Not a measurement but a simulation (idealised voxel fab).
Title: Process Module voxel capacitor over wiring
The width of the displayed cross-section, cut, is 265 nm; its cells are square, with a size of 5 nm.
When this document writes out a cross-section, it uses a grid of square cells and lists it as bands, beginning at the top and moving down, with a band standing for one or more rows of cells.
Top height, bottom height, nm. Materials left to right, width each, nm. Single material + "edge to edge" = fills band edge to edge. "air" = empty.
Below 0: as-received wafer, all one material; heights counted from there. Lowest band: no bottom, goes on down, written "0 nm and below".
Per-row width for "30->40": begins at first number (top row of band), ends at second number (bottom row), increment between rows held constant.
Take "nothing was modified" at face value: in the step it is given for, the cross-section changed in none of its cells.
Trapped voids: empty space of 8 cells or more with no open way to the top, each as width x height at its distance from the left edge, in nm
Whatever follows a step's settings on its line is a remark the simulator itself makes about that step.
The "overlay nm" setting may appear on a step's line; for a step that uses a mask, it gives how far to the right of its planned position the mask lay, and a negative value indicates the left.

The planned process steps are enumerated hereunder:
1,RECEIVE with material Si
2,CONFORMAL_DEP with material SiO2, thk nm 10
3,DIRECTIONAL_DEP with material TiN, thk nm 5
4,DIRECTIONAL_DEP with material Ru, thk nm 15
5,PATTERN with tone cover, mask id METAL_1, material resist, width nm 30, pitch nm 100, thk nm 15, overlay nm 0
6,DIRECTIONAL_ETCH with etch materials Ru, depth nm 15
7,DIRECTIONAL_ETCH with etch materials TiN, depth nm 5
8,STRIP with etch materials resist
9,FILL_DEP with material SiO2, thk nm 10
10,CMP with height nm 30
11,CONFORMAL_DEP with material SiCN, thk nm 5
12,DIRECTIONAL_DEP with material SiO2, thk nm 20
13,PATTERN with tone open, mask id PLUG_1, material resist, width nm 15, thk nm 20, overlay nm 0
14,DIRECTIONAL_ETCH with etch materials SiO2, depth nm 20
15,DIRECTIONAL_ETCH with etch materials SiCN, depth nm 5
16,STRIP with etch materials resist
17,CONFORMAL_DEP with material TiN, thk nm 5
18,FILL_DEP with material W, thk nm 5
19,CMP with height nm 55
20,DIRECTIONAL_DEP with material TiN, thk nm 10
21,DIRECTIONAL_DEP with material SiN, thk nm 5
22,DIRECTIONAL_DEP with material TiN, thk nm 5
23,DIRECTIONAL_DEP with material aC, thk nm 10
24,PATTERN with tone cover, mask id UPPER_PLATE, material resist, width nm 75, thk nm 30, overlay nm 0
25,DIRECTIONAL_ETCH with etch materials aC, depth nm 10
26,STRIP with etch materials resist
27,DIRECTIONAL_ETCH with etch materials TiN, depth nm 5
28,DIRECTIONAL_ETCH with etch materials SiN, depth nm 5
29,STRIP with etch materials aC
30,DIRECTIONAL_DEP with material aC, thk nm 15
31,PATTERN with tone cover, mask id LOWER_PLATE, material resist, width nm 85, thk nm 30, overlay nm 0
32,DIRECTIONAL_ETCH with etch materials aC, depth nm 15
33,STRIP with etch materials resist
34,DIRECTIONAL_ETCH with etch materials TiN, depth nm 10
35,STRIP with etch materials aC
36,FILL_DEP with material SiO2, thk nm 15
37,CMP with height nm 85
38,DIRECTIONAL_DEP with material aC, thk nm 15
39,PATTERN with tone open, mask id PLUG_2, material resist, width nm 15, thk nm 30, overlay nm 0
40,DIRECTIONAL_ETCH with etch materials aC, depth nm 15
41,STRIP with etch materials resist
42,DIRECTIONAL_ETCH with etch materials SiO2, depth nm 10
43,STRIP with etch materials aC
44,CONFORMAL_DEP with material TiN, thk nm 5
45,FILL_DEP with material Cu, thk nm 5
46,CMP with height nm 85
47,CONFORMAL_DEP with material SiN, thk nm 5

Delivered wafer in cross-section: state after step 1:
- 0 nm and below: Si edge to edge
- Trapped voids: none

End-of-module cross-section of the first of two wafers, processed as planned:
- 90 nm to 85 nm: SiN edge to edge
- 85 nm to 80 nm: SiO2: 90, TiN: 5, Cu: 5, TiN: 5, SiO2: 160
- 80 nm to 70 nm: SiO2: 90->80, TiN: 15->75, SiO2: 160->110
- 70 nm to 65 nm: SiO2: 80, SiN: 75, SiO2: 110
- 65 nm to 55 nm: SiO2: 75, TiN: 85, SiO2: 105
- 55 nm to 35 nm: SiO2: 80, TiN: 5, W: 5, TiN: 5, SiO2: 170
- 35 nm to 30 nm: SiCN: 80, TiN: 15, SiCN: 170
- 30 nm to 15 nm: SiO2: 65, Ru: 30, SiO2: 70, Ru: 30, SiO2: 70
- 15 nm to 10 nm: SiO2: 65, TiN: 30, SiO2: 70, TiN: 30, SiO2: 70
- 10 nm to 0 nm: SiO2 edge to edge
- 0 nm and below: Si edge to edge
- Trapped voids: none

End of module, second wafer, cross-section. Started like the first, planned like the first, run with one mistake:
- 90 nm to 85 nm: SiN edge to edge
- 85 nm to 80 nm: SiO2: 80, TiN: 5, Cu: 5, TiN: 5, SiO2: 170
- 80 nm to 70 nm: SiO2: 80, TiN: 15->75, SiO2: 170->110
- 70 nm to 65 nm: SiO2: 80, SiN: 75, SiO2: 110
- 65 nm to 55 nm: SiO2: 75, TiN: 85, SiO2: 105
- 55 nm to 35 nm: SiO2: 80, TiN: 5, W: 5, TiN: 5, SiO2: 170
- 35 nm to 30 nm: SiCN: 80, TiN: 15, SiCN: 170
- 30 nm to 15 nm: SiO2: 65, Ru: 30, SiO2: 70, Ru: 30, SiO2: 70
- 15 nm to 10 nm: SiO2: 65, TiN: 30, SiO2: 70, TiN: 30, SiO2: 70
- 10 nm to 0 nm: SiO2 edge to edge
- 0 nm and below: Si edge to edge
- Trapped voids: none
Misprocessing identified: heads up, step 39 didn't go per plan, it actually ran as PATTERN with tone open, mask id PLUG_2, material resist, width nm 15, thk nm 30, overlay nm -10
At the close, every material occupies the same number of cells on the second wafer as on the first, only in different positions.
